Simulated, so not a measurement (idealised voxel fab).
process module | voxel self aligned contacts
cross-section cut | 265 nm wide | cells 5 nm
A cross-section is a grid of square cells, given in bands from the top down. A band is one or more rows of cells.
Each band's line starts with the height of the band's top and of its bottom, in nm. Then come its materials from left to right, each with its width in nm. One material with "throughout" fills the band from edge to edge. "air" is empty space.
Height 0 is the level under which the wafer as received is all one material. The lowest band goes on downwards, as in "0 down".
A width such as "30 to 40" changes by the same amount from each row of cells to the next, from the band's top row to its bottom row.
"no change" after a step means that no cell of the cross-section changed.
closed voids: empty space of 8 cells or more with no open way to the top, each as width x height at its distance from the left edge, in nm
after a step's settings: what the simulator itself notes on the step
overlay nm, on a step with a mask: how far to the right of its planned place the mask lay; to the left if negative
plan
1 op RECEIVE | material Si
2 op CONFORMAL_DEP | material SiO2 | thk nm 5
3 op DIRECTIONAL_DEP | material polySi | thk nm 25
4 op DIRECTIONAL_DEP | material SiN | thk nm 20
5 op DIRECTIONAL_DEP | material aC | thk nm 10
6 op PATTERN | tone cover | mask id GATE | material resist | width nm 25 | pitch nm 70 | thk nm 30 | overlay nm 0
7 op DIRECTIONAL_ETCH | etch materials aC | depth nm 10
8 op STRIP | etch materials resist
9 op DIRECTIONAL_ETCH | etch materials SiN | depth nm 20
10 op DIRECTIONAL_ETCH | etch materials polySi | depth nm 25
11 op STRIP | etch materials aC
12 op CONFORMAL_DEP | material SiN | thk nm 10
13 op DIRECTIONAL_ETCH | etch materials SiN | depth nm 10
14 op FILL_DEP | material SiO2 | thk nm 15
15 op CMP | height nm 55
16 op DIRECTIONAL_DEP | material aC | thk nm 15
17 op PATTERN | tone open | mask id CONTACT | material resist | width nm 55 | thk nm 35 | overlay nm 0
18 op DIRECTIONAL_ETCH | etch materials aC | depth nm 15
19 op STRIP | etch materials resist
20 op DIRECTIONAL_ETCH | etch materials SiO2 | depth nm 55
21 op STRIP | etch materials aC
22 op CONFORMAL_DEP | material TiN | thk nm 5
23 op FILL_DEP | material Ru | thk nm 10
24 op CMP | height nm 55
25 op CONFORMAL_DEP | material SiN | thk nm 5
as received, after step 1
  0 down: Si throughout
  closed voids: none
a wafer at the end: this start, this plan, one mistake
  60 to 55: SiN throughout
  55 to 35: SiO2 75 | SiN 10 | polySi 25 | SiN 10 | TiN 5 | Ru 15 | TiN 5 | SiN 10 | polySi 25 | SiN 10 | SiO2 75
  35 to 30: SiO2 75 | SiN 10 | polySi 25 | SiN 10 | TiN 25 | SiN 10 | polySi 25 | SiN 10 | SiO2 75
  30 to 5: polySi throughout
  5 to 0: SiO2 throughout
  0 down: Si throughout
  closed voids: none
what went wrong: step 3 was run twice
